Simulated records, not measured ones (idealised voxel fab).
The following process module bears the name voxel air gaps.
cross-section cut | 165 nm wide | cells 5 nm
A cross-section is written here as square cells arranged in a grid, and it is given in bands from the top down, each band taking up one or more rows of cells.
A band entry consists of two parts. The first gives the height of the band's top and the height of its bottom, in nm. The rest lists the band's materials from left to right, each with its width in nm. A single material labelled with the word "full width" fills the band from edge to edge, and the word "air" marks empty space.
Heights from 0 (as-received wafer is one material below). Bottom band endless downward, as "0 down".
Width spec "30 to 40" -> top row of cells at first value, bottom row at second value, equal per-row change in between.
For the purposes of this document, the phrase "nothing was modified" attached to a step denotes that no cell within the cross-section was modified by that step.
Under "Closed cavity list" you'll find the enclosed gaps, the ones with no way out to the top, that are 8 cells or bigger; each reads width x height at distance, with distance counted from the left edge, everything in nm.
Text after the settings on a step's line: the simulator's own remark on that step.
You can add "overlay nm" to a step's line. For a step with a mask, it describes how far the mask lay to the right of its planned position, and a negative number describes a lay to the left.

Below is the list of planned process steps
| 1 | RECEIVE [material Si] |
| 2 | CONFORMAL_DEP [material SiO2] [thk nm 10] |
| 3 | CONFORMAL_DEP [material SiN] [thk nm 5] |
| 4 | DIRECTIONAL_DEP [material lowk] [thk nm 35] |
| 5 | PATTERN [tone open] [mask id LINES] [material resist] [width nm 15] [pitch nm 40] [thk nm 15] [overlay nm 0] |
| 6 | DIRECTIONAL_ETCH [etch materials lowk] [depth nm 35] |
| 7 | STRIP [etch materials resist] |
| 8 | CONFORMAL_DEP [material TiN] [thk nm 5] |
| 9 | FILL_DEP [material W] [thk nm 5] |
| 10 | CMP [height nm 50] |
| 11 | EPI [material Ru] [thk nm 10] |
| 12 | SELECTIVE_ETCH [etch materials lowk] [depth nm 45] |
| 13 | CONFORMAL_DEP [material SiCN] [thk nm 5] |

Below: the first of two wafers, run as planned

Cross-section, incoming material, after step 1
- 0 down | Si full width
- Closed cavity list: none

After step 2: wafer cross-section
- 10 to 0 | SiO2 full width
- Lower than 0, everything is as it was.

After step 3: wafer cross-section
- 15 to 10 | SiN full width
- Lower than 10, everything is as it was.

After step 4: wafer cross-section
- 50 to 15 | lowk full width
- Lower than 15, everything is as it was.

After step 5: wafer cross-section
- 65 to 50 | resist 35 nm | air 15 nm | resist 25 nm | air 15 nm | resist 25 nm | air 15 nm | resist 35 nm
- Lower than 50, everything is as it was.

After step 6: wafer cross-section
- 65 to 50 | resist 35 nm | air 15 nm | resist 25 nm | air 15 nm | resist 25 nm | air 15 nm | resist 35 nm
- 50 to 15 | lowk 35 nm | air 15 nm | lowk 25 nm | air 15 nm | lowk 25 nm | air 15 nm | lowk 35 nm
- Lower than 15, everything is as it was.

After step 7: wafer cross-section
- 50 to 15 | lowk 35 nm | air 15 nm | lowk 25 nm | air 15 nm | lowk 25 nm | air 15 nm | lowk 35 nm
- Lower than 15, everything is as it was.

After step 8: wafer cross-section
- 55 to 50 | TiN 40 nm | air 5 nm | TiN 35 nm | air 5 nm | TiN 35 nm | air 5 nm | TiN 40 nm
- 50 to 20 | lowk 35 nm | TiN 5 nm | air 5 nm | TiN 5 nm | lowk 25 nm | TiN 5 nm | air 5 nm | TiN 5 nm | lowk 25 nm | TiN 5 nm | air 5 nm | TiN 5 nm | lowk 35 nm
- 20 to 15 | lowk 35 nm | TiN 15 nm | lowk 25 nm | TiN 15 nm | lowk 25 nm | TiN 15 nm | lowk 35 nm
- Lower than 15, everything is as it was.

After step 9: wafer cross-section
- 60 to 55 | W full width
- 55 to 50 | TiN 40 nm | W 5 nm | TiN 35 nm | W 5 nm | TiN 35 nm | W 5 nm | TiN 40 nm
- 50 to 20 | lowk 35 nm | TiN 5 nm | W 5 nm | TiN 5 nm | lowk 25 nm | TiN 5 nm | W 5 nm | TiN 5 nm | lowk 25 nm | TiN 5 nm | W 5 nm | TiN 5 nm | lowk 35 nm
- Lower than 20, everything is as it was.

After step 10: wafer cross-section
- 50 to 20 | lowk 35 nm | TiN 5 nm | W 5 nm | TiN 5 nm | lowk 25 nm | TiN 5 nm | W 5 nm | TiN 5 nm | lowk 25 nm | TiN 5 nm | W 5 nm | TiN 5 nm | lowk 35 nm
- Lower than 20, everything is as it was.

After step 11: wafer cross-section
- 60 to 50 | air 25 nm | Ru 35 nm | air 5 nm | Ru 35 nm | air 5 nm | Ru 35 nm | air 25 nm
- Lower than 50, everything is as it was.

After step 12: wafer cross-section
- 60 to 50 | air 25 nm | Ru 35 nm | air 5 nm | Ru 35 nm | air 5 nm | Ru 35 nm | air 25 nm
- 50 to 20 | air 35 nm | TiN 5 nm | W 5 nm | TiN 5 nm | air 25 nm | TiN 5 nm | W 5 nm | TiN 5 nm | air 25 nm | TiN 5 nm | W 5 nm | TiN 5 nm | air 35 nm
- 20 to 15 | air 35 nm | TiN 15 nm | air 25 nm | TiN 15 nm | air 25 nm | TiN 15 nm | air 35 nm
- Lower than 15, everything is as it was.

After step 13: wafer cross-section
- 65 to 60 | air 20 nm | SiCN 125 nm | air 20 nm
- 60 to 50 | air 20 nm | SiCN 5 nm | Ru 35 nm | SiCN 5 nm | Ru 35 nm | SiCN 5 nm | Ru 35 nm | SiCN 5 nm | air 20 nm
- 50 to 45 | air 20 nm | SiCN 15 nm | TiN 5 nm | W 5 nm | TiN 5 nm | SiCN 25 nm | TiN 5 nm | W 5 nm | TiN 5 nm | SiCN 25 nm | TiN 5 nm | W 5 nm | TiN 5 nm | SiCN 15 nm | air 20 nm
- 45 to 20 | air 30 nm | SiCN 5 nm | TiN 5 nm | W 5 nm | TiN 5 nm | SiCN 5 nm | air 15 nm | SiCN 5 nm | TiN 5 nm | W 5 nm | TiN 5 nm | SiCN 5 nm | air 15 nm | SiCN 5 nm | TiN 5 nm | W 5 nm | TiN 5 nm | SiCN 5 nm | air 30 nm
- 20 to 15 | SiCN 35 nm | TiN 15 nm | SiCN 25 nm | TiN 15 nm | SiCN 25 nm | TiN 15 nm | SiCN 35 nm
- Lower than 15, everything is as it was.
- Closed cavity list: 15 x 25 at 55; 15 x 25 at 95

Okay, second wafer. Nothing different at the start, nothing different in the plan, just one mistake somewhere in the running. As far as step 10, counting that step, it's the first wafer all over again

The second wafer cut through, at the time step 11 was supposed to be finished
- 55 to 50 | air 30 nm | Ru 25 nm | air 15 nm | Ru 25 nm | air 15 nm | Ru 25 nm | air 30 nm
- Lower than 50, everything is as it was.

The second wafer cut through, at the time step 12 was supposed to be finished
- 55 to 50 | air 30 nm | Ru 25 nm | air 15 nm | Ru 25 nm | air 15 nm | Ru 25 nm | air 30 nm
- 50 to 20 | air 35 nm | TiN 5 nm | W 5 nm | TiN 5 nm | air 25 nm | TiN 5 nm | W 5 nm | TiN 5 nm | air 25 nm | TiN 5 nm | W 5 nm | TiN 5 nm | air 35 nm
- 20 to 15 | air 35 nm | TiN 15 nm | air 25 nm | TiN 15 nm | air 25 nm | TiN 15 nm | air 35 nm
- Lower than 15, everything is as it was.

The second wafer cut through, at the time step 13 was supposed to be finished
- 60 to 55 | air 25 nm | SiCN 35 nm | air 5 nm | SiCN 35 nm | air 5 nm | SiCN 35 nm | air 25 nm
- 55 to 50 | air 25 nm | SiCN 5 nm | Ru 25 nm | SiCN 5 nm | air 5 nm | SiCN 5 nm | Ru 25 nm | SiCN 5 nm | air 5 nm | SiCN 5 nm | Ru 25 nm | SiCN 5 nm | air 25 nm
- 50 to 45 | air 25 nm | SiCN 10 nm | TiN 5 nm | W 5 nm | TiN 5 nm | SiCN 10 nm | air 5 nm | SiCN 10 nm | TiN 5 nm | W 5 nm | TiN 5 nm | SiCN 10 nm | air 5 nm | SiCN 10 nm | TiN 5 nm | W 5 nm | TiN 5 nm | SiCN 10 nm | air 25 nm
- 45 to 20 | air 30 nm | SiCN 5 nm | TiN 5 nm | W 5 nm | TiN 5 nm | SiCN 5 nm | air 15 nm | SiCN 5 nm | TiN 5 nm | W 5 nm | TiN 5 nm | SiCN 5 nm | air 15 nm | SiCN 5 nm | TiN 5 nm | W 5 nm | TiN 5 nm | SiCN 5 nm | air 30 nm
- 20 to 15 | SiCN 35 nm | TiN 15 nm | SiCN 25 nm | TiN 15 nm | SiCN 25 nm | TiN 15 nm | SiCN 35 nm
- Lower than 15, everything is as it was.
What broke from the plan during processing? for step 11, the planned setting was not used; the step was instead run as EPI [material Ru] [thk nm 5]
Per the end-of-run cell counts, the second wafer holds more or fewer of some materials than the first: -27 Ru, -10 SiCN
The first wafer finishes with 2 closed voids, while the second finishes with 0.
